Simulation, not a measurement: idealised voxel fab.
Proc. module: voxel self aligned vias
The figure presents cross-section cut, which has a width of 300 nm and is divided into square cells with an edge length of 5 nm.
Format of a cross-section: grid, square cells. Given as bands. Order: top down. Band: one or more rows of cells.
For a band, the entry starts with two heights in nm, that of the top and then that of the bottom, and carries on with the band's materials in order from left to right, each alongside its width in nm; the word "full width" beside a single material means it fills the band edge to edge, and "air" means empty space.
Convention: height 0 is the level below which the wafer, as received, is all one material. The lowest band does not terminate at the bottom but continues downward, represented as "0 -> down".
Quick explanation for "30 to 40": the width changes in equal steps down the rows of cells, from the first number in the band's top row to the second number in its bottom row.
Step marked "no change occurred"? Then no cell in the cross-section changed in it.
"Fully sealed voids" means: voids of 8 cells or more that are shut off from the top with no open way through. Written width x height at distance, distance from the left edge, in nm.
Anything after a step's settings on that line? It's the simulator's own note about the step.
A step line may carry the setting "overlay nm", which, for steps involving a mask, states the distance by which the mask lay to the right of its intended position; negative values denote displacement to the left.
### Process steps (planned)
- 1: RECEIVE,material Si
- 2: CONFORMAL_DEP,material SiO2,thk nm 10
- 3: CONFORMAL_DEP,material SiCN,thk nm 5
- 4: DIRECTIONAL_DEP,material SiO2,thk nm 25
- 5: DIRECTIONAL_DEP,material aC,thk nm 15
- 6: PATTERN,tone open,mask id LINES,material resist,width nm 30,pitch nm 60,thk nm 30,overlay nm 0
- 7: DIRECTIONAL_ETCH,etch materials aC,depth nm 15
- 8: STRIP,etch materials resist
- 9: DIRECTIONAL_ETCH,etch materials SiO2,depth nm 25
- 10: STRIP,etch materials aC
- 11: CONFORMAL_DEP,material TiN,thk nm 5
- 12: FILL_DEP,material W,thk nm 5
- 13: CMP,height nm 40
- 14: SELECTIVE_ETCH,etch materials W Ru TiN,depth nm 10
- 15: FILL_DEP,material SiN,thk nm 10
- 16: CMP,height nm 40
- 17: DIRECTIONAL_DEP,material SiO2,thk nm 20
- 18: MASKED_ETCH,tone open,mask id VIAS,width nm 30,pitch nm 120,etch materials SiO2,depth nm 20,overlay nm 0
- 19: MASKED_ETCH,tone open,mask id VIAS,width nm 40,pitch nm 120,etch materials SiN,depth nm 10,overlay nm 0
- 20: CONFORMAL_DEP,material TiN,thk nm 5
- 21: FILL_DEP,material W,thk nm 5
- 22: CMP,height nm 60
- 23: CONFORMAL_DEP,material SiN,thk nm 5
Variable across wafers: step 18 width nm (plan value is that of the first wafer; starting state common to all).
### Step 1 complete: as-received cross-section of the first of several wafers
- 0 -> down: Si full width
- Fully sealed voids: none
### Once step 23, the last step, is complete, the module is at its end; this is the cross-section of the first of several wafers
- 65 -> 60: SiN full width
- 60 -> 40: SiO2 75 nm; TiN 5 nm; W 20 nm; TiN 5 nm; SiO2 90 nm; TiN 5 nm; W 20 nm; TiN 5 nm; SiO2 75 nm
- 40 -> 35: SiO2 75 nm; TiN 5 nm; W 20 nm; TiN 5 nm; SiO2 30 nm; SiN 30 nm; SiO2 30 nm; TiN 5 nm; W 20 nm; TiN 5 nm; SiO2 75 nm
- 35 -> 30: SiO2 75 nm; TiN 30 nm; SiO2 30 nm; SiN 30 nm; SiO2 30 nm; TiN 30 nm; SiO2 75 nm
- 30 -> 20: SiO2 75 nm; TiN 5 nm; W 20 nm; TiN 5 nm; SiO2 30 nm; TiN 5 nm; W 20 nm; TiN 5 nm; SiO2 30 nm; TiN 5 nm; W 20 nm; TiN 5 nm; SiO2 75 nm
- 20 -> 15: SiO2 75 nm; TiN 30 nm; SiO2 30 nm; TiN 30 nm; SiO2 30 nm; TiN 30 nm; SiO2 75 nm
- 15 -> 10: SiCN full width
- 10 -> 0: SiO2 full width
- 0 -> down: Si full width
- Fully sealed voids: none
### So this is the cross-section on the last wafer at the end of the module
- 65 -> 60: SiN full width
- 60 -> 45: SiO2 65 nm; TiN 5 nm; W 45 nm; TiN 5 nm; SiO2 65 nm; TiN 5 nm; W 45 nm; TiN 5 nm; SiO2 60 nm
- 45 -> 40: SiO2 65 nm; TiN 15 nm; W 20 nm; TiN 20 nm; SiO2 65 nm; TiN 15 nm; W 20 nm; TiN 20 nm; SiO2 60 nm
- 40 -> 35: SiO2 75 nm; TiN 5 nm; W 20 nm; TiN 5 nm; SiO2 30 nm; SiN 30 nm; SiO2 30 nm; TiN 5 nm; W 20 nm; TiN 5 nm; SiO2 75 nm
- 35 -> 30: SiO2 75 nm; TiN 30 nm; SiO2 30 nm; SiN 30 nm; SiO2 30 nm; TiN 30 nm; SiO2 75 nm
- 30 -> 20: SiO2 75 nm; TiN 5 nm; W 20 nm; TiN 5 nm; SiO2 30 nm; TiN 5 nm; W 20 nm; TiN 5 nm; SiO2 30 nm; TiN 5 nm; W 20 nm; TiN 5 nm; SiO2 75 nm
- 20 -> 15: SiO2 75 nm; TiN 30 nm; SiO2 30 nm; TiN 30 nm; SiO2 30 nm; TiN 30 nm; SiO2 75 nm
- 15 -> 10: SiCN full width
- 10 -> 0: SiO2 full width
- 0 -> down: Si full width
- Fully sealed voids: none
### Gained (+) or lost (-) cells of each material since receipt, then closed voids: one row per wafer, at the end of the module
width nm 30; +60 SiCN; +72 SiN; +522 SiO2; +62 TiN; +64 W; Fully sealed voids: none
width nm 35; +60 SiCN; +72 SiN; +514 SiO2; +64 TiN; +70 W; Fully sealed voids: none
width nm 40; +60 SiCN; +72 SiN; +506 SiO2; +66 TiN; +76 W; Fully sealed voids: none
width nm 45; +60 SiCN; +72 SiN; +498 SiO2; +68 TiN; +82 W; Fully sealed voids: none
width nm 50; +60 SiCN; +72 SiN; +490 SiO2; +70 TiN; +88 W; Fully sealed voids: none
width nm 55; +60 SiCN; +72 SiN; +482 SiO2; +72 TiN; +94 W; Fully sealed voids: none
